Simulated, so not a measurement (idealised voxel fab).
process module | voxel wiring stack
cross-section cut | 285 nm wide | cells 5 nm
A cross-section is a grid of square cells, given in bands from the top down. A band is one or more rows of cells.
Each band's line starts with the height of the band's top and of its bottom, in nm. Then come its materials from left to right, each with its width in nm. One material with "throughout" fills the band from edge to edge. "air" is empty space.
Height 0 is the level under which the wafer as received is all one material. The lowest band goes on downwards, as in "0 down".
A width such as "30 to 40" changes by the same amount from each row of cells to the next, from the band's top row to its bottom row.
"no change" after a step means that no cell of the cross-section changed.
closed voids: empty space of 8 cells or more with no open way to the top, each as width x height at its distance from the left edge, in nm
after a step's settings: what the simulator itself notes on the step
overlay nm, on a step with a mask: how far to the right of its planned place the mask lay; to the left if negative
plan
1 op RECEIVE | material Si
2 op CONFORMAL_DEP | material SiO2 | thk nm 15
3 op CONFORMAL_DEP | material SiN | thk nm 5
4 op DIRECTIONAL_DEP | material SiO2 | thk nm 20
5 op DIRECTIONAL_DEP | material aC | thk nm 15
6 op PATTERN | tone open | mask id METAL_1 | material resist | width nm 25 | pitch nm 50 | thk nm 35 | overlay nm 0
7 op DIRECTIONAL_ETCH | etch materials aC | depth nm 15
8 op STRIP | etch materials resist
9 op DIRECTIONAL_ETCH | etch materials SiO2 | depth nm 20
10 op DIRECTIONAL_ETCH | etch materials SiN | depth nm 5
11 op STRIP | etch materials aC
12 op CONFORMAL_DEP | material TiN | thk nm 5
13 op FILL_DEP | material W | thk nm 5
14 op CMP | height nm 40
15 op EPI | material Ru | thk nm 5
16 op FILL_DEP | material SiCN | thk nm 5
17 op DIRECTIONAL_DEP | material SiO2 | thk nm 15
18 op PATTERN | tone open | mask id PLUG_1 | material resist | width nm 15 | pitch nm 50 | thk nm 20 | overlay nm 0
19 op DIRECTIONAL_ETCH | etch materials SiO2 | depth nm 15
20 op DIRECTIONAL_ETCH | etch materials SiCN | depth nm 5
21 op STRIP | etch materials resist
22 op CONFORMAL_DEP | material TiN | thk nm 5
23 op FILL_DEP | material Ru | thk nm 10
24 op CMP | height nm 65
25 op CONFORMAL_DEP | material SiN | thk nm 5
26 op DIRECTIONAL_DEP | material lowk | thk nm 20
27 op MASKED_ETCH | tone open | mask id METAL_2 | width nm 25 | pitch nm 50 | etch materials lowk | depth nm 20 | overlay nm -15
28 op MASKED_ETCH | tone open | mask id METAL_2 | width nm 25 | pitch nm 50 | etch materials SiN | depth nm 5 | overlay nm 0
29 op CONFORMAL_DEP | material TiN | thk nm 5
30 op FILL_DEP | material Cu | thk nm 5
31 op CMP | height nm 90
32 op CONFORMAL_DEP | material SiCN | thk nm 5
varied across the wafers: overlay nm of step 27. The plan shows the first wafer's value. All wafers start alike
first wafer as received, after step 1
  0 down: Si throughout
  closed voids: none
each wafer at the end: cells of each material gained (+) or lost (-) since it was received, then its closed voids
overlay nm -15 | +27 Cu | +30 Ru | +141 SiCN | +93 SiN | +483 SiO2 | +105 TiN | +36 W | +168 lowk | closed voids: none
overlay nm -10 | +30 Cu | +30 Ru | +141 SiCN | +90 SiN | +483 SiO2 | +105 TiN | +36 W | +168 lowk | closed voids: none
overlay nm -5 | +33 Cu | +30 Ru | +141 SiCN | +87 SiN | +483 SiO2 | +105 TiN | +36 W | +168 lowk | closed voids: none
overlay nm 0 | +36 Cu | +30 Ru | +141 SiCN | +84 SiN | +483 SiO2 | +105 TiN | +36 W | +168 lowk | closed voids: none
overlay nm 5 | +33 Cu | +30 Ru | +141 SiCN | +87 SiN | +483 SiO2 | +105 TiN | +36 W | +168 lowk | closed voids: none
overlay nm 10 | +30 Cu | +30 Ru | +141 SiCN | +90 SiN | +483 SiO2 | +105 TiN | +36 W | +168 lowk | closed voids: none
overlay nm 15 | +27 Cu | +30 Ru | +141 SiCN | +93 SiN | +483 SiO2 | +105 TiN | +36 W | +168 lowk | closed voids: none
